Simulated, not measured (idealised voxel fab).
process module | voxel spacer lines
cross-section cut | 235 nm wide | cells 5 nm
A cross-section is a grid of square cells, given in bands from the top down. A band is one or more rows of cells.
Each band's line starts with the height of the band's top and of its bottom, in nm. Then come its materials from left to right, each with its width in nm. One material with "throughout" fills the band from edge to edge. "air" is empty space.
Height 0 is the level under which the wafer as received is all one material. The lowest band goes on downwards, as in "0 down".
A width such as "30 to 40" changes by the same amount from each row of cells to the next, from the band's top row to its bottom row.
"no change" after a step means that no cell of the cross-section changed.
closed voids: empty space of 8 cells or more with no open way to the top, each as width x height at its distance from the left edge, in nm
after a step's settings: what the simulator itself notes on the step
overlay nm, on a step with a mask: how far to the right of its planned place the mask lay; to the left if negative
plan
1 op RECEIVE | material Si
2 op CONFORMAL_DEP | material Al2O3 | thk nm 5
3 op DIRECTIONAL_DEP | material W | thk nm 20
4 op DIRECTIONAL_DEP | material polySi | thk nm 30
5 op PATTERN | tone cover | mask id MANDREL | material resist | width nm 20 | pitch nm 60 | thk nm 35 | overlay nm 0
6 op DIRECTIONAL_ETCH | etch materials polySi | depth nm 30
7 op STRIP | etch materials resist
8 op CONFORMAL_DEP | material SiO2 | thk nm 10
9 op DIRECTIONAL_ETCH | etch materials SiO2 | depth nm 10
10 op STRIP | etch materials polySi
11 op DIRECTIONAL_ETCH | etch materials W | depth nm 20
12 op STRIP | etch materials SiO2
13 op FILL_DEP | material SiO2 | thk nm 5
14 op CMP | height nm 25
as received, after step 1
  0 down: Si throughout
  closed voids: none
a wafer at the end: this start, this plan, one mistake
  25 to 20: SiO2 throughout
  20 to 5: SiO2 65 | W 10 | SiO2 20 | W 10 | SiO2 20 | W 10 | SiO2 20 | W 10 | SiO2 70
  5 to 0: Al2O3 throughout
  0 down: Si throughout
  closed voids: none
what went wrong: step 3 ran as: op DIRECTIONAL_DEP | material W | thk nm 15
